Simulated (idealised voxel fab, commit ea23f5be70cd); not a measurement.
Herein follows the process module entitled voxel wiring stack.
For reference, the cross-section in this document is cut, with width 240 nm and square cells of 5 nm.
For the purposes of this document, a cross-section shall be understood as a grid of square cells, specified as bands listed in top-to-bottom order, each band consisting of one or more rows of cells.
Band: top height; bottom height; in nm. Then, left to right: material with width in nm, for each material. "edge to edge": a single material spanning edge to edge. "blank": empty space.
Counting heights begins at 0, where everything beneath is, in the wafer as received, one material. The lowest band has no bottom; it goes on downwards, as "from 0 down" shows.
So if you see something like "30..40" for the width, read it as the top row of the band sitting at the first number and the bottom row at the second, with every row in between moving by the same amount as the last.
"nothing different" for a step: no cell of the cross-section changed in that step.
In the "Closed-off voids" entry, you get each enclosed empty space of 8 cells or more, one with no open way to the top, written width x height at distance, distance from the left edge, in nm.
On a step's line, text after the settings is the simulator commenting on that step.
When a step includes a mask, the "overlay nm" setting on its line states how far to the right of its planned place that mask lay, and negative values state how far to the left.
Each pair of cross-sections that follows straddles one process step: the one shows the state before the step, the other the state after it, down to the lowest band that changed and no further. The step in question, and its settings, are given under the pair. Note that a pair is not necessarily a continuation of the pair above it, since pairs can come from different runs of this module on the same starting wafer; it is a continuation only where its entry headed "Prior to processing" says so.
## Prior to processing
* from 80 to 65 = SiO2 40; TiN 5; Ru 5; TiN 5; SiO2 75; TiN 5; Ru 5; TiN 5; SiO2 95
* from 65 to 60 = SiCN 40; TiN 15; SiCN 75; TiN 15; SiCN 95
* from 60 to 50 = SiO2 40; TiN 5; Cu 10; TiN 5; SiO2 25; TiN 5; Cu 10; TiN 5; SiO2 25; TiN 5; Cu 10; TiN 5; SiO2 25; TiN 5; Cu 10; TiN 5; SiO2 45
* from 50 to 45 = SiO2 40; TiN 5; Cu 5; TiN 10; SiO2 25; TiN 5; Cu 5; TiN 10; SiO2 25; TiN 5; Cu 5; TiN 10; SiO2 25; TiN 5; Cu 5; TiN 10; SiO2 45
* from 45 to 35 = SiO2 40; TiN 5; Cu 5; TiN 5; SiO2 30; TiN 5; Cu 5; TiN 5; SiO2 30; TiN 5; Cu 5; TiN 5; SiO2 30; TiN 5; Cu 5; TiN 5; SiO2 50
* from 35 to 30 = SiCN 40; TiN 15; SiCN 30; TiN 15; SiCN 30; TiN 15; SiCN 30; TiN 15; SiCN 50
* from 30 to 15 = SiO2 40; Ru 20; SiO2 25; Ru 20; SiO2 25; Ru 20; SiO2 25; Ru 20; SiO2 45
* from 15 to 10 = SiO2 40; TiN 20; SiO2 25; TiN 20; SiO2 25; TiN 20; SiO2 25; TiN 20; SiO2 45
* from 10 to 0 = SiO2 edge to edge
* from 0 down = Si edge to edge
* Closed-off voids: none
## Section After Processing
* from 95 to 80 = SiO2 edge to edge
* Below 80, the layers are the same as they were.
* Closed-off voids: none
The process step separating the two cross-sections depicted above is as follows: DIRECTIONAL_DEP with material SiO2, thk nm 15
Prior to processing: This step starts from the configuration shown after the step in the pair immediately above.
## Section After Processing
* from 100 to 95 = SiN edge to edge
* Below 95, the layers are the same as they were.
* Closed-off voids: none
The process step separating the two cross-sections depicted above is as follows: CONFORMAL_DEP with material SiN, thk nm 5
Prior to processing: This step starts from the configuration shown after the step in the pair immediately above.
## Section After Processing
* from 120 to 100 = resist 40; blank 20; resist 25; blank 20; resist 25; blank 20; resist 25; blank 20; resist 45
* Below 100, the layers are the same as they were.
* Closed-off voids: none
The process step separating the two cross-sections depicted above is as follows: PATTERN with tone open, mask id METAL_3, material resist, width nm 20, pitch nm 45, thk nm 20, overlay nm 0
Prior to processing: This step starts from the configuration shown after the step in the pair immediately above.
## Section After Processing
* from 120 to 100 = resist 40; blank 20; resist 25; blank 20; resist 25; blank 20; resist 25; blank 20; resist 45
* from 100 to 95 = SiN 40; blank 20; SiN 25; blank 20; SiN 25; blank 20; SiN 25; blank 20; SiN 45
* Below 95, the layers are the same as they were.
* Closed-off voids: none
The process step separating the two cross-sections depicted above is as follows: DIRECTIONAL_ETCH with etch materials SiN, depth nm 5
Prior to processing: This step starts from the configuration shown after the step in the pair immediately above.
## Section After Processing
* from 100 to 95 = SiN 40; blank 20; SiN 25; blank 20; SiN 25; blank 20; SiN 25; blank 20; SiN 45
* Below 95, the layers are the same as they were.
* Closed-off voids: none
The process step separating the two cross-sections depicted above is as follows: STRIP with etch materials resist
Prior to processing: This step starts from the configuration shown after the step in the pair immediately above.
## Section After Processing
* from 105 to 100 = TiN 45; blank 10; TiN 35; blank 10; TiN 35; blank 10; TiN 35; blank 10; TiN 50
* from 100 to 95 = SiN 40; TiN 20; SiN 25; TiN 20; SiN 25; TiN 20; SiN 25; TiN 20; SiN 45
* Below 95, the layers are the same as they were.
* Closed-off voids: none
The process step separating the two cross-sections depicted above is as follows: CONFORMAL_DEP with material TiN, thk nm 5
Prior to processing: This step starts from the configuration shown after the step in the pair immediately above.
## Section After Processing
* from 115 to 105 = Ru edge to edge
* from 105 to 100 = TiN 45; Ru 10; TiN 35; Ru 10; TiN 35; Ru 10; TiN 35; Ru 10; TiN 50
* Below 100, the layers are the same as they were.
* Closed-off voids: none
The process step separating the two cross-sections depicted above is as follows: FILL_DEP with material Ru, thk nm 10
Prior to processing: This step starts from the configuration shown after the step in the pair immediately above.
## Section After Processing
* from 100 to 95 = SiN 40; TiN 20; SiN 25; TiN 20; SiN 25; TiN 20; SiN 25; TiN 20; SiN 45
* Below 95, the layers are the same as they were.
* Closed-off voids: none
The process step separating the two cross-sections depicted above is as follows: CMP with height nm 100
Prior to processing: This step starts from the configuration shown after the step in the pair immediately above.
## Section After Processing
* from 105 to 100 = blank 35; Ru 30; blank 15; Ru 30; blank 15; Ru 30; blank 15; Ru 30; blank 40
* Below 100, the layers are the same as they were.
* Closed-off voids: none
The process step separating the two cross-sections depicted above is as follows: EPI with material Ru, thk nm 5
Prior to processing: This step starts from the configuration shown after the step in the pair immediately above.
## Section After Processing
* from 110 to 105 = SiCN edge to edge
* from 105 to 100 = SiCN 35; Ru 30; SiCN 15; Ru 30; SiCN 15; Ru 30; SiCN 15; Ru 30; SiCN 40
* Below 100, the layers are the same as they were.
* Closed-off voids: none
The process step separating the two cross-sections depicted above is as follows: FILL_DEP with material SiCN, thk nm 5
## Prior to processing
* from 15 to 10 = TiN edge to edge
* from 10 to 0 = SiO2 edge to edge
* from 0 down = Si edge to edge
* Closed-off voids: none
## Section After Processing
* from 25 to 15 = Ru edge to edge
* Below 15, the layers are the same as they were.
* Closed-off voids: none
The process step separating the two cross-sections depicted above is as follows: DIRECTIONAL_DEP with material Ru, thk nm 10
Prior to processing: This step starts from the configuration shown after the step in the pair immediately above.
## Section After Processing
* from 45 to 25 = blank 40; resist 20; blank 25; resist 20; blank 25; resist 20; blank 25; resist 20; blank 45
* Below 25, the layers are the same as they were.
* Closed-off voids: none
The process step separating the two cross-sections depicted above is as follows: PATTERN with tone cover, mask id METAL_1, material resist, width nm 20, pitch nm 45, thk nm 20, overlay nm 0
Prior to processing: This step starts from the configuration shown after the step in the pair immediately above.
## Section After Processing
* from 45 to 25 = blank 40; resist 20; blank 25; resist 20; blank 25; resist 20; blank 25; resist 20; blank 45
* from 25 to 15 = blank 40; Ru 20; blank 25; Ru 20; blank 25; Ru 20; blank 25; Ru 20; blank 45
* Below 15, the layers are the same as they were.
* Closed-off voids: none
The process step separating the two cross-sections depicted above is as follows: DIRECTIONAL_ETCH with etch materials Ru, depth nm 15
Prior to processing: This step starts from the configuration shown after the step in the pair immediately above.
## Section After Processing
* from 45 to 25 = blank 40; resist 20; blank 25; resist 20; blank 25; resist 20; blank 25; resist 20; blank 45
* from 25 to 15 = blank 40; Ru 20; blank 25; Ru 20; blank 25; Ru 20; blank 25; Ru 20; blank 45
* from 15 to 10 = blank 40; TiN 20; blank 25; TiN 20; blank 25; TiN 20; blank 25; TiN 20; blank 45
* Below 10, the layers are the same as they were.
* Closed-off voids: none
The process step separating the two cross-sections depicted above is as follows: DIRECTIONAL_ETCH with etch materials TiN, depth nm 5
Prior to processing: This step starts from the configuration shown after the step in the pair immediately above.
## Section After Processing
* from 25 to 15 = blank 40; Ru 20; blank 25; Ru 20; blank 25; Ru 20; blank 25; Ru 20; blank 45
* Below 15, the layers are the same as they were.
* Closed-off voids: none
The process step separating the two cross-sections depicted above is as follows: STRIP with etch materials resist
Prior to processing: This step starts from the configuration shown after the step in the pair immediately above.
## Section After Processing
* from 35 to 25 = SiO2 edge to edge
* from 25 to 15 = SiO2 40; Ru 20; SiO2 25; Ru 20; SiO2 25; Ru 20; SiO2 25; Ru 20; SiO2 45
* from 15 to 10 = SiO2 40; TiN 20; SiO2 25; TiN 20; SiO2 25; TiN 20; SiO2 25; TiN 20; SiO2 45
* Below 10, the layers are the same as they were.
* Closed-off voids: none
The process step separating the two cross-sections depicted above is as follows: FILL_DEP with material SiO2, thk nm 10
Prior to processing: This step starts from the configuration shown after the step in the pair immediately above.
## Section After Processing
* from 30 to 25 = SiO2 edge to edge
* Below 25, the layers are the same as they were.
* Closed-off voids: none
The process step separating the two cross-sections depicted above is as follows: CMP with height nm 30
Prior to processing: This step starts from the configuration shown after the step in the pair immediately above.
## Section After Processing
* from 35 to 30 = SiCN edge to edge
* Below 30, the layers are the same as they were.
* Closed-off voids: none
The process step separating the two cross-sections depicted above is as follows: CONFORMAL_DEP with material SiCN, thk nm 5
Prior to processing: This step starts from the configuration shown after the step in the pair immediately above.
## Section After Processing
* from 60 to 35 = SiO2 edge to edge
* Below 35, the layers are the same as they were.
* Closed-off voids: none
The process step separating the two cross-sections depicted above is as follows: DIRECTIONAL_DEP with material SiO2, thk nm 25
Prior to processing: This step starts from the configuration shown after the step in the pair immediately above.
## Section After Processing
* from 80 to 60 = resist 40; blank 15; resist 30; blank 15; resist 30; blank 15; resist 30; blank 15; resist 50
* Below 60, the layers are the same as they were.
* Closed-off voids: none
The process step separating the two cross-sections depicted above is as follows: PATTERN with tone open, mask id METAL_2_HOLES, material resist, width nm 15, pitch nm 45, thk nm 20, overlay nm 0
Prior to processing: This step starts from the configuration shown after the step in the pair immediately above.
## Section After Processing
* from 80 to 60 = resist 40; blank 15; resist 30; blank 15; resist 30; blank 15; resist 30; blank 15; resist 50
* from 60 to 35 = SiO2 40; blank 15; SiO2 30; blank 15; SiO2 30; blank 15; SiO2 30; blank 15; SiO2 50
* Below 35, the layers are the same as they were.
* Closed-off voids: none
The process step separating the two cross-sections depicted above is as follows: DIRECTIONAL_ETCH with etch materials SiO2, depth nm 25
Prior to processing: This step starts from the configuration shown after the step in the pair immediately above.
## Section After Processing
* from 60 to 35 = SiO2 40; blank 15; SiO2 30; blank 15; SiO2 30; blank 15; SiO2 30; blank 15; SiO2 50
* Below 35, the layers are the same as they were.
* Closed-off voids: none
The process step separating the two cross-sections depicted above is as follows: STRIP with etch materials resist
Prior to processing: This step starts from the configuration shown after the step in the pair immediately above.
## Section After Processing
* from 75 to 60 = aC 40; blank 15; aC 30; blank 15; aC 30; blank 15; aC 30; blank 15; aC 50
* from 60 to 50 = SiO2 40; blank 15; SiO2 30; blank 15; SiO2 30; blank 15; SiO2 30; blank 15; SiO2 50
* from 50 to 35 = SiO2 40; aC 15; SiO2 30; aC 15; SiO2 30; aC 15; SiO2 30; aC 15; SiO2 50
* Below 35, the layers are the same as they were.
* Closed-off voids: none
The process step separating the two cross-sections depicted above is as follows: DIRECTIONAL_DEP with material aC, thk nm 15
Prior to processing: This step starts from the configuration shown after the step in the pair immediately above.
## Section After Processing
* from 110 to 75 = resist 40; blank 20; resist 25; blank 20; resist 25; blank 20; resist 25; blank 20; resist 45
* Below 75, the layers are the same as they were.
* Closed-off voids: none
The process step separating the two cross-sections depicted above is as follows: PATTERN with tone open, mask id METAL_2, material resist, width nm 20, pitch nm 45, thk nm 35, overlay nm 0
Prior to processing: This step starts from the configuration shown after the step in the pair immediately above.
## Section After Processing
* from 95 to 75 = resist 40; blank 20; resist 25; blank 20; resist 25; blank 20; resist 25; blank 20; resist 45
* from 75 to 60 = aC 40; blank 20; aC 25; blank 20; aC 25; blank 20; aC 25; blank 20; aC 45
* from 60 to 35 = SiO2 40; blank 15; SiO2 30; blank 15; SiO2 30; blank 15; SiO2 30; blank 15; SiO2 50
* Below 35, the layers are the same as they were.
* Closed-off voids: none
The process step separating the two cross-sections depicted above is as follows: DIRECTIONAL_ETCH with etch materials aC, depth nm 15
Prior to processing: This step starts from the configuration shown after the step in the pair immediately above.
## Section After Processing
* from 75 to 60 = aC 40; blank 20; aC 25; blank 20; aC 25; blank 20; aC 25; blank 20; aC 45
* Below 60, the layers are the same as they were.
* Closed-off voids: none
The process step separating the two cross-sections depicted above is as follows: STRIP with etch materials resist
Prior to processing: This step starts from the configuration shown after the step in the pair immediately above.
## Section After Processing
* from 75 to 60 = aC 40; blank 20; aC 25; blank 20; aC 25; blank 20; aC 25; blank 20; aC 45
* from 60 to 45 = SiO2 40; blank 20; SiO2 25; blank 20; SiO2 25; blank 20; SiO2 25; blank 20; SiO2 45
* Below 45, the layers are the same as they were.
* Closed-off voids: none
The process step separating the two cross-sections depicted above is as follows: DIRECTIONAL_ETCH with etch materials SiO2, depth nm 15
Prior to processing: This step starts from the configuration shown after the step in the pair immediately above.
## Section After Processing
* from 75 to 60 = aC 40; blank 20; aC 25; blank 20; aC 25; blank 20; aC 25; blank 20; aC 45
* from 60 to 45 = SiO2 40; blank 20; SiO2 25; blank 20; SiO2 25; blank 20; SiO2 25; blank 20; SiO2 45
* from 45 to 35 = SiO2 40; blank 15; SiO2 30; blank 15; SiO2 30; blank 15; SiO2 30; blank 15; SiO2 50
* from 35 to 30 = SiCN 40; blank 15; SiCN 30; blank 15; SiCN 30; blank 15; SiCN 30; blank 15; SiCN 50
* Below 30, the layers are the same as they were.
* Closed-off voids: none
The process step separating the two cross-sections depicted above is as follows: DIRECTIONAL_ETCH with etch materials SiCN, depth nm 5
Prior to processing: This step starts from the configuration shown after the step in the pair immediately above.
## Section After Processing
* from 60 to 45 = SiO2 40; blank 20; SiO2 25; blank 20; SiO2 25; blank 20; SiO2 25; blank 20; SiO2 45
* Below 45, the layers are the same as they were.
* Closed-off voids: none
The process step separating the two cross-sections depicted above is as follows: STRIP with etch materials aC
Prior to processing: This step starts from the configuration shown after the step in the pair immediately above.
## Section After Processing
* from 65 to 60 = TiN 45; blank 10; TiN 35; blank 10; TiN 35; blank 10; TiN 35; blank 10; TiN 50
* from 60 to 50 = SiO2 40; TiN 5; blank 10; TiN 5; SiO2 25; TiN 5; blank 10; TiN 5; SiO2 25; TiN 5; blank 10; TiN 5; SiO2 25; TiN 5; blank 10; TiN 5; SiO2 45
* from 50 to 45 = SiO2 40; TiN 5; blank 5; TiN 10; SiO2 25; TiN 5; blank 5; TiN 10; SiO2 25; TiN 5; blank 5; TiN 10; SiO2 25; TiN 5; blank 5; TiN 10; SiO2 45
* from 45 to 35 = SiO2 40; TiN 5; blank 5; TiN 5; SiO2 30; TiN 5; blank 5; TiN 5; SiO2 30; TiN 5; blank 5; TiN 5; SiO2 30; TiN 5; blank 5; TiN 5; SiO2 50
* from 35 to 30 = SiCN 40; TiN 15; SiCN 30; TiN 15; SiCN 30; TiN 15; SiCN 30; TiN 15; SiCN 50
* Below 30, the layers are the same as they were.
* Closed-off voids: none
The process step separating the two cross-sections depicted above is as follows: CONFORMAL_DEP with material TiN, thk nm 5
Prior to processing: This step starts from the configuration shown after the step in the pair immediately above.
## Section After Processing
* from 75 to 65 = Cu edge to edge
* from 65 to 60 = TiN 45; Cu 10; TiN 35; Cu 10; TiN 35; Cu 10; TiN 35; Cu 10; TiN 50
* from 60 to 50 = SiO2 40; TiN 5; Cu 10; TiN 5; SiO2 25; TiN 5; Cu 10; TiN 5; SiO2 25; TiN 5; Cu 10; TiN 5; SiO2 25; TiN 5; Cu 10; TiN 5; SiO2 45
* from 50 to 45 = SiO2 40; TiN 5; Cu 5; TiN 10; SiO2 25; TiN 5; Cu 5; TiN 10; SiO2 25; TiN 5; Cu 5; TiN 10; SiO2 25; TiN 5; Cu 5; TiN 10; SiO2 45
* from 45 to 35 = SiO2 40; TiN 5; Cu 5; TiN 5; SiO2 30; TiN 5; Cu 5; TiN 5; SiO2 30; TiN 5; Cu 5; TiN 5; SiO2 30; TiN 5; Cu 5; TiN 5; SiO2 50
* Below 35, the layers are the same as they were.
* Closed-off voids: none
The process step separating the two cross-sections depicted above is as follows: FILL_DEP with material Cu, thk nm 10
Prior to processing: This step starts from the configuration shown after the step in the pair immediately above.
## Section After Processing
* from 60 to 50 = SiO2 40; TiN 5; Cu 10; TiN 5; SiO2 25; TiN 5; Cu 10; TiN 5; SiO2 25; TiN 5; Cu 10; TiN 5; SiO2 25; TiN 5; Cu 10; TiN 5; SiO2 45
* Below 50, the layers are the same as they were.
* Closed-off voids: none
The process step separating the two cross-sections depicted above is as follows: CMP with height nm 60
Prior to processing: This step starts from the configuration shown after the step in the pair immediately above.
## Section After Processing
* from 65 to 60 = SiCN edge to edge
* Below 60, the layers are the same as they were.
* Closed-off voids: none
The process step separating the two cross-sections depicted above is as follows: CONFORMAL_DEP with material SiCN, thk nm 5
Prior to processing: This step starts from the configuration shown after the step in the pair immediately above.
## Section After Processing
* from 80 to 65 = SiO2 edge to edge
* Below 65, the layers are the same as they were.
* Closed-off voids: none
The process step separating the two cross-sections depicted above is as follows: DIRECTIONAL_DEP with material SiO2, thk nm 15
Prior to processing: This step starts from the configuration shown after the step in the pair immediately above.
## Section After Processing
* from 90 to 80 = aC edge to edge
* Below 80, the layers are the same as they were.
* Closed-off voids: none
The process step separating the two cross-sections depicted above is as follows: DIRECTIONAL_DEP with material aC, thk nm 10
Prior to processing: This step starts from the configuration shown after the step in the pair immediately above.
## Section After Processing
* from 115 to 90 = resist 40; blank 15; resist 75; blank 15; resist 95
* Below 90, the layers are the same as they were.
* Closed-off voids: none
The process step separating the two cross-sections depicted above is as follows: PATTERN with tone open, mask id PLUG_2, material resist, width nm 15, pitch nm 90, thk nm 25, overlay nm 0
Prior to processing: This step starts from the configuration shown after the step in the pair immediately above.
## Section After Processing
* from 105 to 90 = resist 40; blank 15; resist 75; blank 15; resist 95
* from 90 to 80 = aC 40; blank 15; aC 75; blank 15; aC 95
* Below 80, the layers are the same as they were.
* Closed-off voids: none
The process step separating the two cross-sections depicted above is as follows: DIRECTIONAL_ETCH with etch materials aC, depth nm 10
Prior to processing: This step starts from the configuration shown after the step in the pair immediately above.
## Section After Processing
* from 90 to 80 = aC 40; blank 15; aC 75; blank 15; aC 95
* Below 80, the layers are the same as they were.
* Closed-off voids: none
The process step separating the two cross-sections depicted above is as follows: STRIP with etch materials resist
Prior to processing: This step starts from the configuration shown after the step in the pair immediately above.
## Section After Processing
* from 90 to 80 = aC 40; blank 15; aC 75; blank 15; aC 95
* from 80 to 65 = SiO2 40; blank 15; SiO2 75; blank 15; SiO2 95
* Below 65, the layers are the same as they were.
* Closed-off voids: none
The process step separating the two cross-sections depicted above is as follows: DIRECTIONAL_ETCH with etch materials SiO2, depth nm 15
Prior to processing: This step starts from the configuration shown after the step in the pair immediately above.
## Section After Processing
* from 90 to 80 = aC 40; blank 15; aC 75; blank 15; aC 95
* from 80 to 65 = SiO2 40; blank 15; SiO2 75; blank 15; SiO2 95
* from 65 to 60 = SiCN 40; blank 15; SiCN 75; blank 15; SiCN 95
* Below 60, the layers are the same as they were.
* Closed-off voids: none
The process step separating the two cross-sections depicted above is as follows: DIRECTIONAL_ETCH with etch materials SiCN, depth nm 5
Prior to processing: This step starts from the configuration shown after the step in the pair immediately above.
## Section After Processing
* from 80 to 65 = SiO2 40; blank 15; SiO2 75; blank 15; SiO2 95
* Below 65, the layers are the same as they were.
* Closed-off voids: none
The process step separating the two cross-sections depicted above is as follows: STRIP with etch materials aC
Prior to processing: This step starts from the configuration shown after the step in the pair immediately above.
## Section After Processing
* from 85 to 80 = TiN 45; blank 5; TiN 85; blank 5; TiN 100
* from 80 to 65 = SiO2 40; TiN 5; blank 5; TiN 5; SiO2 75; TiN 5; blank 5; TiN 5; SiO2 95
* from 65 to 60 = SiCN 40; TiN 15; SiCN 75; TiN 15; SiCN 95
* Below 60, the layers are the same as they were.
* Closed-off voids: none
The process step separating the two cross-sections depicted above is as follows: CONFORMAL_DEP with material TiN, thk nm 5
Prior to processing: This step starts from the configuration shown after the step in the pair immediately above.
## Section After Processing
* from 95 to 85 = Ru edge to edge
* from 85 to 80 = TiN 45; Ru 5; TiN 85; Ru 5; TiN 100
* from 80 to 65 = SiO2 40; TiN 5; Ru 5; TiN 5; SiO2 75; TiN 5; Ru 5; TiN 5; SiO2 95
* Below 65, the layers are the same as they were.
* Closed-off voids: none
The process step separating the two cross-sections depicted above is as follows: FILL_DEP with material Ru, thk nm 10
Prior to processing: This step starts from the configuration shown after the step in the pair immediately above.
## Section After Processing
* from 80 to 65 = SiO2 40; TiN 5; Ru 5; TiN 5; SiO2 75; TiN 5; Ru 5; TiN 5; SiO2 95
* Below 65, the layers are the same as they were.
* Closed-off voids: none
The process step separating the two cross-sections depicted above is as follows: CMP with height nm 80
Prior to processing: This step starts from the configuration shown after the step in the pair immediately above.
## Section After Processing
* from 85 to 80 = SiN edge to edge
* Below 80, the layers are the same as they were.
* Closed-off voids: none
The process step separating the two cross-sections depicted above is as follows: CONFORMAL_DEP with material SiN, thk nm 5
Prior to processing: This step starts from the configuration shown after the step in the pair immediately above.
## Section After Processing
* from 100 to 85 = SiO2 edge to edge
* Below 85, the layers are the same as they were.
* Closed-off voids: none
The process step separating the two cross-sections depicted above is as follows: DIRECTIONAL_DEP with material SiO2, thk nm 15
Prior to processing: This step starts from the configuration shown after the step in the pair immediately above.
## Section After Processing
* from 120 to 100 = resist 40; blank 20; resist 25; blank 20; resist 25; blank 20; resist 25; blank 20; resist 45
* Below 100, the layers are the same as they were.
* Closed-off voids: none
The process step separating the two cross-sections depicted above is as follows: PATTERN with tone open, mask id METAL_3, material resist, width nm 20, pitch nm 45, thk nm 20, overlay nm 0
Prior to processing: This step starts from the configuration shown after the step in the pair immediately above.
## Section After Processing
* from 120 to 100 = resist 40; blank 20; resist 25; blank 20; resist 25; blank 20; resist 25; blank 20; resist 45
* from 100 to 85 = SiO2 40; blank 20; SiO2 25; blank 20; SiO2 25; blank 20; SiO2 25; blank 20; SiO2 45
* Below 85, the layers are the same as they were.
* Closed-off voids: none
The process step separating the two cross-sections depicted above is as follows: DIRECTIONAL_ETCH with etch materials SiO2, depth nm 15
Prior to processing: This step starts from the configuration shown after the step in the pair immediately above.
## Section After Processing
* from 120 to 100 = resist 40; blank 20; resist 25; blank 20; resist 25; blank 20; resist 25; blank 20; resist 45
* from 100 to 85 = SiO2 40; blank 20; SiO2 25; blank 20; SiO2 25; blank 20; SiO2 25; blank 20; SiO2 45
* from 85 to 80 = SiN 40; blank 20; SiN 25; blank 20; SiN 25; blank 20; SiN 25; blank 20; SiN 45
* Below 80, the layers are the same as they were.
* Closed-off voids: none
The process step separating the two cross-sections depicted above is as follows: DIRECTIONAL_ETCH with etch materials SiN, depth nm 5
Prior to processing: This step starts from the configuration shown after the step in the pair immediately above.
## Section After Processing
* from 100 to 85 = SiO2 40; blank 20; SiO2 25; blank 20; SiO2 25; blank 20; SiO2 25; blank 20; SiO2 45
* Below 85, the layers are the same as they were.
* Closed-off voids: none
The process step separating the two cross-sections depicted above is as follows: STRIP with etch materials resist
Prior to processing: This step starts from the configuration shown after the step in the pair immediately above.
## Section After Processing
* from 105 to 100 = TiN 45; blank 10; TiN 35; blank 10; TiN 35; blank 10; TiN 35; blank 10; TiN 50
* from 100 to 85 = SiO2 40; TiN 5; blank 10; TiN 5; SiO2 25; TiN 5; blank 10; TiN 5; SiO2 25; TiN 5; blank 10; TiN 5; SiO2 25; TiN 5; blank 10; TiN 5; SiO2 45
* from 85 to 80 = SiN 40; TiN 20; SiN 25; TiN 20; SiN 25; TiN 20; SiN 25; TiN 20; SiN 45
* Below 80, the layers are the same as they were.
* Closed-off voids: none
The process step separating the two cross-sections depicted above is as follows: CONFORMAL_DEP with material TiN, thk nm 5
Prior to processing: This step starts from the configuration shown after the step in the pair immediately above.
## Section After Processing
* from 115 to 105 = Ru edge to edge
* from 105 to 100 = TiN 45; Ru 10; TiN 35; Ru 10; TiN 35; Ru 10; TiN 35; Ru 10; TiN 50
* from 100 to 85 = SiO2 40; TiN 5; Ru 10; TiN 5; SiO2 25; TiN 5; Ru 10; TiN 5; SiO2 25; TiN 5; Ru 10; TiN 5; SiO2 25; TiN 5; Ru 10; TiN 5; SiO2 45
* Below 85, the layers are the same as they were.
* Closed-off voids: none
The process step separating the two cross-sections depicted above is as follows: FILL_DEP with material Ru, thk nm 10
Prior to processing: This step starts from the configuration shown after the step in the pair immediately above.
## Section After Processing
* from 100 to 85 = SiO2 40; TiN 5; Ru 10; TiN 5; SiO2 25; TiN 5; Ru 10; TiN 5; SiO2 25; TiN 5; Ru 10; TiN 5; SiO2 25; TiN 5; Ru 10; TiN 5; SiO2 45
* Below 85, the layers are the same as they were.
* Closed-off voids: none
The process step separating the two cross-sections depicted above is as follows: CMP with height nm 100
Prior to processing: This step starts from the configuration shown after the step in the pair immediately above.
## Section After Processing
* from 105 to 100 = blank 35; Ru 30; blank 15; Ru 30; blank 15; Ru 30; blank 15; Ru 30; blank 40
* Below 100, the layers are the same as they were.
* Closed-off voids: none
The process step separating the two cross-sections depicted above is as follows: EPI with material Ru, thk nm 5
Prior to processing: This step starts from the configuration shown after the step in the pair immediately above.
## Section After Processing
* from 110 to 105 = SiCN edge to edge
* from 105 to 100 = SiCN 35; Ru 30; SiCN 15; Ru 30; SiCN 15; Ru 30; SiCN 15; Ru 30; SiCN 40
* Below 100, the layers are the same as they were.
* Closed-off voids: none
The process step separating the two cross-sections depicted above is as follows: FILL_DEP with material SiCN, thk nm 5
## Prior to processing
* from 90 to 80 = aC edge to edge
* from 80 to 65 = SiO2 edge to edge
* from 65 to 60 = SiCN edge to edge
* from 60 to 50 = SiO2 40; TiN 5; Cu 10; TiN 5; SiO2 25; TiN 5; Cu 10; TiN 5; SiO2 25; TiN 5; Cu 10; TiN 5; SiO2 25; TiN 5; Cu 10; TiN 5; SiO2 45
* from 50 to 45 = SiO2 40; TiN 5; Cu 5; TiN 10; SiO2 25; TiN 5; Cu 5; TiN 10; SiO2 25; TiN 5; Cu 5; TiN 10; SiO2 25; TiN 5; Cu 5; TiN 10; SiO2 45
* from 45 to 35 = SiO2 40; TiN 5; Cu 5; TiN 5; SiO2 30; TiN 5; Cu 5; TiN 5; SiO2 30; TiN 5; Cu 5; TiN 5; SiO2 30; TiN 5; Cu 5; TiN 5; SiO2 50
* from 35 to 30 = SiCN 40; TiN 15; SiCN 30; TiN 15; SiCN 30; TiN 15; SiCN 30; TiN 15; SiCN 50
* from 30 to 15 = SiO2 40; Ru 20; SiO2 25; Ru 20; SiO2 25; Ru 20; SiO2 25; Ru 20; SiO2 45
* from 15 to 10 = SiO2 40; TiN 20; SiO2 25; TiN 20; SiO2 25; TiN 20; SiO2 25; TiN 20; SiO2 45
* from 10 to 0 = SiO2 edge to edge
* from 0 down = Si edge to edge
* Closed-off voids: none
## Section After Processing
* from 115 to 90 = resist 40; blank 20; resist 70; blank 20; resist 90
* Below 90, the layers are the same as they were.
* Closed-off voids: none
The process step separating the two cross-sections depicted above is as follows: PATTERN with tone open, mask id PLUG_2, material resist, width nm 20, pitch nm 90, thk nm 25, overlay nm 0
Prior to processing: This step starts from the configuration shown after the step in the pair immediately above.
## Section After Processing
* from 105 to 90 = resist 40; blank 20; resist 70; blank 20; resist 90
* from 90 to 80 = aC 40; blank 20; aC 70; blank 20; aC 90
* Below 80, the layers are the same as they were.
* Closed-off voids: none
The process step separating the two cross-sections depicted above is as follows: DIRECTIONAL_ETCH with etch materials aC, depth nm 10
Prior to processing: This step starts from the configuration shown after the step in the pair immediately above.
## Section After Processing
* from 90 to 80 = aC 40; blank 20; aC 70; blank 20; aC 90
* Below 80, the layers are the same as they were.
* Closed-off voids: none
The process step separating the two cross-sections depicted above is as follows: STRIP with etch materials resist
Prior to processing: This step starts from the configuration shown after the step in the pair immediately above.
## Section After Processing
* from 90 to 80 = aC 40; blank 20; aC 70; blank 20; aC 90
* from 80 to 65 = SiO2 40; blank 20; SiO2 70; blank 20; SiO2 90
* Below 65, the layers are the same as they were.
* Closed-off voids: none
The process step separating the two cross-sections depicted above is as follows: DIRECTIONAL_ETCH with etch materials SiO2, depth nm 15
Prior to processing: This step starts from the configuration shown after the step in the pair immediately above.
## Section After Processing
* from 90 to 80 = aC 40; blank 20; aC 70; blank 20; aC 90
* from 80 to 65 = SiO2 40; blank 20; SiO2 70; blank 20; SiO2 90
* from 65 to 60 = SiCN 40; blank 20; SiCN 70; blank 20; SiCN 90
* Below 60, the layers are the same as they were.
* Closed-off voids: none
The process step separating the two cross-sections depicted above is as follows: DIRECTIONAL_ETCH with etch materials SiCN, depth nm 5
Prior to processing: This step starts from the configuration shown after the step in the pair immediately above.
## Section After Processing
* from 80 to 65 = SiO2 40; blank 20; SiO2 70; blank 20; SiO2 90
* Below 65, the layers are the same as they were.
* Closed-off voids: none
The process step separating the two cross-sections depicted above is as follows: STRIP with etch materials aC
Prior to processing: This step starts from the configuration shown after the step in the pair immediately above.
## Section After Processing
* from 85 to 80 = TiN 45; blank 10; TiN 80; blank 10; TiN 95
* from 80 to 65 = SiO2 40; TiN 5; blank 10; TiN 5; SiO2 70; TiN 5; blank 10; TiN 5; SiO2 90
* from 65 to 60 = SiCN 40; TiN 20; SiCN 70; TiN 20; SiCN 90
* Below 60, the layers are the same as they were.
* Closed-off voids: none
The process step separating the two cross-sections depicted above is as follows: CONFORMAL_DEP with material TiN, thk nm 5
Prior to processing: This step starts from the configuration shown after the step in the pair immediately above.
## Section After Processing
* from 95 to 85 = Ru edge to edge
* from 85 to 80 = TiN 45; Ru 10; TiN 80; Ru 10; TiN 95
* from 80 to 65 = SiO2 40; TiN 5; Ru 10; TiN 5; SiO2 70; TiN 5; Ru 10; TiN 5; SiO2 90
* Below 65, the layers are the same as they were.
* Closed-off voids: none
The process step separating the two cross-sections depicted above is as follows: FILL_DEP with material Ru, thk nm 10
